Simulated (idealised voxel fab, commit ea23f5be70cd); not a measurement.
Name of the process module below: voxel gate over fins
Cross-sectional view cut (width: 230 nm; square cell size: 5 nm).
A cross-section is a grid of square cells, given in bands from the top down. A band is one or more rows of cells.
For a band, the entry starts with two heights in nm, that of the top and then that of the bottom, and carries on with the band's materials in order from left to right, each alongside its width in nm; the word "full width" beside a single material means it fills the band edge to edge, and "blank" means empty space.
Beneath 0, the wafer as received is one material, and that level is where height counting begins. The lowest band goes on downward without a bottom; it is written like "from 0 down".
The notation "30..40" denotes a width that varies across the rows of cells in the band, beginning at the first number in the top row, finishing at the second number in the bottom row, and changing by an identical amount from each row to the next.
The designation "nothing altered", where it is given for a processing step, indicates that no cell of the cross-section was altered in the course of that step.
Entry "Closed voids list". Content: empty spaces with no open connection to the top, size 8 cells or greater. Each: width x height at distance. Distance: from left edge. Unit: nm.
That trailing text on a step's line, after the settings, is the simulator's own remark on the step.
overlay nm: on a step with a mask, how far right of its planned place the mask lay; negative means left.
So here's the lineup of process steps we planned:
1) RECEIVE: material Si
2) CONFORMAL_DEP: material SiN, thk nm 5
3) PATTERN: tone cover, mask id FINS, material resist, width nm 15, pitch nm 50, thk nm 20, overlay nm 0
4) DIRECTIONAL_ETCH: etch materials SiN, depth nm 5
5) DIRECTIONAL_ETCH: etch materials Si, depth nm 40
6) STRIP: etch materials resist
7) OXIDIZE: depth nm 5
8) FILL_DEP: material SiO2, thk nm 10
9) CMP: height nm 5
10) DIRECTIONAL_DEP: material aC, thk nm 10
11) PATTERN: tone open, mask id RAIL, material resist, width nm 15, thk nm 25, overlay nm 0
12) DIRECTIONAL_ETCH: etch materials aC, depth nm 10
13) STRIP: etch materials resist
14) DIRECTIONAL_ETCH: etch materials SiO2, depth nm 40
15) STRIP: etch materials aC
16) CONFORMAL_DEP: material TiN, thk nm 5
17) FILL_DEP: material W, thk nm 10
18) CMP: height nm 5
19) SELECTIVE_ETCH: etch materials W Ru TiN, depth nm 25
20) FILL_DEP: material SiO2, thk nm 5
21) CMP: height nm 5
22) SELECTIVE_ETCH: etch materials SiO2, depth nm 20
23) STRIP: etch materials SiN
24) CONFORMAL_DEP: material HfO2, thk nm 5
25) CONFORMAL_DEP: material TiN, thk nm 5
26) CONFORMAL_DEP: material TiAl, thk nm 5
27) CONFORMAL_DEP: material TiN, thk nm 5
28) FILL_DEP: material W, thk nm 15
29) CMP: height nm 30
30) CONFORMAL_DEP: material SiN, thk nm 5
The value of width nm given for step 3 in the plan refers to the first wafer; the wafers vary in this setting and are alike at the start.
Cross-sectional view of the first of several wafers in the as-received condition, corresponding to the state following step 1:
	from 0 down: Si full width
	Closed voids list: none
What follows is a table in which each wafer occupies a row; for the wafer as it stands at the close of the module, the row states, material by material, how many cells have been gained (+) or lost (-) since receipt, and then gives its closed voids:
width nm 15 | +58 HfO2 | -396 Si | +46 SiN | +255 SiO2 | +58 TiAl | +123 TiN | +178 W | Closed voids list: none
width nm 20 | +58 HfO2 | -378 Si | +46 SiN | +243 SiO2 | +58 TiAl | +123 TiN | +172 W | Closed voids list: none
width nm 25 | +58 HfO2 | -360 Si | +46 SiN | +231 SiO2 | +58 TiAl | +120 TiN | +169 W | Closed voids list: none
width nm 30 | +58 HfO2 | -342 Si | +46 SiN | +219 SiO2 | +58 TiAl | +117 TiN | +166 W | Closed voids list: none
